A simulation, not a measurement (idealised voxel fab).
This section sets out a process module, namely voxel fin reveal.
The cross-section on display is named cut; it measures 190 nm wide, and its cells are 5 nm squares.
Cross-sections here: square-cell grids, written as top-down lists of bands, a band being one or more rows of cells. First you get the band's top height and its bottom height, in nm, and then the materials it's made of, left to right, with each width in nm. If you see a single material with "everywhere", that one covers the band edge to edge. "blank" is empty space. The reference from which all heights are counted is 0, the level beneath which the as-received wafer is entirely one material; the lowest band, having no lower bound, proceeds downward and is written after the example "0..down". Graded width ("30->40"): value in top row of band = first number; value in bottom row = second number; row-to-row change constant. It should be understood that the words "left unchanged", when stated for a given step, signify that the cross-section underwent no change in any of its cells during that step. In "Sealed internal cavities" the enclosed voids are listed, meaning empty spaces of 8 cells or larger without any opening to the top. The form is width x height at distance, distance from the left edge, units nm. Post-settings text on a step line: simulator's own remark regarding the step. Each step line may optionally specify "overlay nm", which for a step with a mask gives the rightward distance between the mask's planned place and where it lay, a negative value indicating the leftward direction.

Planned process steps
1 RECEIVE | material Si
2 CONFORMAL_DEP | material SiN | thk nm 5
3 PATTERN | tone cover | mask id FINS | material resist | width nm 15 | pitch nm 45 | thk nm 20 | overlay nm 0
4 DIRECTIONAL_ETCH | etch materials SiN | depth nm 5
5 DIRECTIONAL_ETCH | etch materials Si | depth nm 35
6 STRIP | etch materials resist
7 OXIDIZE | depth nm 5
8 FILL_DEP | material SiO2 | thk nm 5
9 CMP | height nm 5
10 SELECTIVE_ETCH | etch materials SiO2 | depth nm 15
11 STRIP | etch materials SiN
12 CONFORMAL_DEP | material SiO2 | thk nm 5
The plan shows the width nm of step 3 as the first wafer had it; this setting differs between the wafers, which start out alike.

The first of several wafers in cross-section, exactly as it reached us after step 1
- 0..down = Si everywhere
- Sealed internal cavities: none

Rows = wafers. At module end, each row lists per material the cells gained (+) or lost (-) since the wafer was received, then the closed voids
width nm 15 | -272 Si | +258 SiO2 | Sealed internal cavities: none
width nm 20 | -240 Si | +234 SiO2 | Sealed internal cavities: none
width nm 25 | -208 Si | +210 SiO2 | Sealed internal cavities: none
